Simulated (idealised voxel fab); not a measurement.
process module | voxel air gaps
cross-section cut | 280 nm wide | cells 5 nm
A cross-section is a grid of square cells, given in bands from the top down. A band is one or more rows of cells.
Each band's line starts with the height of the band's top and of its bottom, in nm. Then come its materials from left to right, each with its width in nm. One material with "throughout" fills the band from edge to edge. "air" is empty space.
Height 0 is the level under which the wafer as received is all one material. The lowest band goes on downwards, as in "0 down".
A width such as "30 to 40" changes by the same amount from each row of cells to the next, from the band's top row to its bottom row.
"no change" after a step means that no cell of the cross-section changed.
closed voids: empty space of 8 cells or more with no open way to the top, each as width x height at its distance from the left edge, in nm
after a step's settings: what the simulator itself notes on the step
overlay nm, on a step with a mask: how far to the right of its planned place the mask lay; to the left if negative
plan
1 op RECEIVE | material Si
2 op CONFORMAL_DEP | material SiO2 | thk nm 10
3 op CONFORMAL_DEP | material SiCN | thk nm 5
4 op DIRECTIONAL_DEP | material lowk | thk nm 40
5 op DIRECTIONAL_DEP | material aC | thk nm 15
6 op PATTERN | tone open | mask id LINES | material resist | width nm 15 | pitch nm 50 | thk nm 30 | overlay nm 0
7 op DIRECTIONAL_ETCH | etch materials aC | depth nm 15
8 op STRIP | etch materials resist
9 op DIRECTIONAL_ETCH | etch materials lowk | depth nm 40
10 op STRIP | etch materials aC
11 op CONFORMAL_DEP | material TiN | thk nm 5
12 op FILL_DEP | material Ru | thk nm 10
13 op CMP | height nm 55
14 op EPI | material Ru | thk nm 10
15 op SELECTIVE_ETCH | etch materials lowk | depth nm 50
16 op CONFORMAL_DEP | material SiCN | thk nm 5
varied across the wafers: width nm of step 6. The plan shows the first wafer's value. All wafers start alike
first wafer as received, after step 1
  0 down: Si throughout
  closed voids: none
first wafer at the end, after step 16
  70 to 65: air 65 | SiCN 45 | air 5 | SiCN 45 | air 5 | SiCN 45 | air 70
  65 to 55: air 65 | SiCN 5 | Ru 35 | SiCN 5 | air 5 | SiCN 5 | Ru 35 | SiCN 5 | air 5 | SiCN 5 | Ru 35 | SiCN 5 | air 70
  55 to 50: air 65 | SiCN 15 | TiN 5 | Ru 5 | TiN 5 | SiCN 15 | air 5 | SiCN 15 | TiN 5 | Ru 5 | TiN 5 | SiCN 15 | air 5 | SiCN 15 | TiN 5 | Ru 5 | TiN 5 | SiCN 15 | air 70
  50 to 20: air 75 | SiCN 5 | TiN 5 | Ru 5 | TiN 5 | SiCN 5 | air 25 | SiCN 5 | TiN 5 | Ru 5 | TiN 5 | SiCN 5 | air 25 | SiCN 5 | TiN 5 | Ru 5 | TiN 5 | SiCN 5 | air 80
  20 to 15: SiCN 80 | TiN 15 | SiCN 35 | TiN 15 | SiCN 35 | TiN 15 | SiCN 85
  15 to 10: SiCN throughout
  10 to 0: SiO2 throughout
  0 down: Si throughout
  closed voids: none
last wafer at the end
  70 to 65: air 55 | SiCN 165 | air 60
  65 to 55: air 55 | SiCN 5 | Ru 155 | SiCN 5 | air 60
  55 to 50: air 55 | SiCN 15 | TiN 5 | Ru 25 | TiN 5 | lowk 15 | TiN 5 | Ru 25 | TiN 5 | lowk 15 | TiN 5 | Ru 25 | TiN 5 | SiCN 15 | air 60
  50 to 20: air 65 | SiCN 5 | TiN 5 | Ru 25 | TiN 5 | lowk 15 | TiN 5 | Ru 25 | TiN 5 | lowk 15 | TiN 5 | Ru 25 | TiN 5 | SiCN 5 | air 70
  20 to 15: SiCN 70 | TiN 35 | lowk 15 | TiN 35 | lowk 15 | TiN 35 | SiCN 75
  15 to 10: SiCN throughout
  10 to 0: SiO2 throughout
  0 down: Si throughout
  closed voids: none
each wafer at the end: cells of each material gained (+) or lost (-) since it was received, then its closed voids
width nm 15 | +63 Ru | +196 SiCN | +112 SiO2 | +51 TiN | closed voids: none
width nm 20 | +90 Ru | +196 SiCN | +112 SiO2 | +54 TiN | closed voids: 20 x 30 at 105; 20 x 30 at 155
width nm 25 | +117 Ru | +188 SiCN | +112 SiO2 | +57 TiN | closed voids: 15 x 30 at 105; 15 x 30 at 155
width nm 30 | +144 Ru | +140 SiCN | +112 SiO2 | +60 TiN | +64 lowk | closed voids: none
width nm 35 | +167 Ru | +140 SiCN | +112 SiO2 | +63 TiN | +48 lowk | closed voids: none
